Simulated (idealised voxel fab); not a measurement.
Process module in this document: voxel tone inversion
This is section cut - it's 265 nm across, gridded in 5 nm square cells.
For the purposes of this document, a cross-section shall be understood as a grid of square cells, specified as bands listed in top-to-bottom order, each band consisting of one or more rows of cells. Quick guide to a band line: top height, bottom height (nm) up front; then every material left to right with its width in nm. Only one material and it's marked "edge to edge"? Then it fills the band edge to edge. And "blank" just means empty space. Height 0 is the level under which the wafer as received is all one material. The lowest band goes on downwards, as in "0..down". A two-number width, for instance "30->40", indicates that the width is equal to the first number in the top row of the band and to the second number in the bottom row, and that it changes by a constant amount per row of cells. "no modifications" (step): cross-section cells unchanged, all of them. "Completely enclosed voids": sealed empty spaces, 8 cells or more, no open way to top, listed width x height at distance, with distance from the left edge and width, height and distance in nm. On each step's line, the part that comes after the settings is the simulator's own comment on the step. Each step line may optionally specify "overlay nm", which for a step with a mask gives the rightward distance between the mask's planned place and where it lay, a negative value indicating the leftward direction.
# Steps planned for the process
1: RECEIVE | material Si
2: CONFORMAL_DEP | material SiN | thk nm 10
3: DIRECTIONAL_DEP | material polySi | thk nm 20
4: PATTERN | tone cover | mask id POSTS | material resist | width nm 15 | pitch nm 40 | thk nm 30 | overlay nm 0
5: DIRECTIONAL_ETCH | etch materials polySi | depth nm 20
6: STRIP | etch materials resist
7: FILL_DEP | material lowk | thk nm 10
8: CMP | height nm 30
9: STRIP | etch materials polySi
# Cross-section of the incoming wafer, state after step 1
    0..down  Si edge to edge
    Completely enclosed voids: none
# The first of the two wafers as seen in cross-section once the module was finished; processing followed the plan
    30..10  lowk: 65; blank: 15; lowk: 25; blank: 15; lowk: 25; blank: 15; lowk: 25; blank: 15; lowk: 65
    10..0  SiN edge to edge
    0..down  Si edge to edge
    Completely enclosed voids: none
# So this is wafer number two of the two, cut at the end of the module - it started where the first did and had the same plan, we just got one thing wrong running it
    35..30  lowk edge to edge
    30..10  lowk: 65; polySi: 15; lowk: 25; polySi: 15; lowk: 25; polySi: 15; lowk: 25; polySi: 15; lowk: 65
    10..0  SiN edge to edge
    0..down  Si edge to edge
    Completely enclosed voids: none
Want to know what went wrong? planned and actual differ for step 8; actual: CMP | height nm 35
Final tally in cells, some materials are higher or lower on the second wafer than on the first: lowk: 53 more; polySi: 48 more
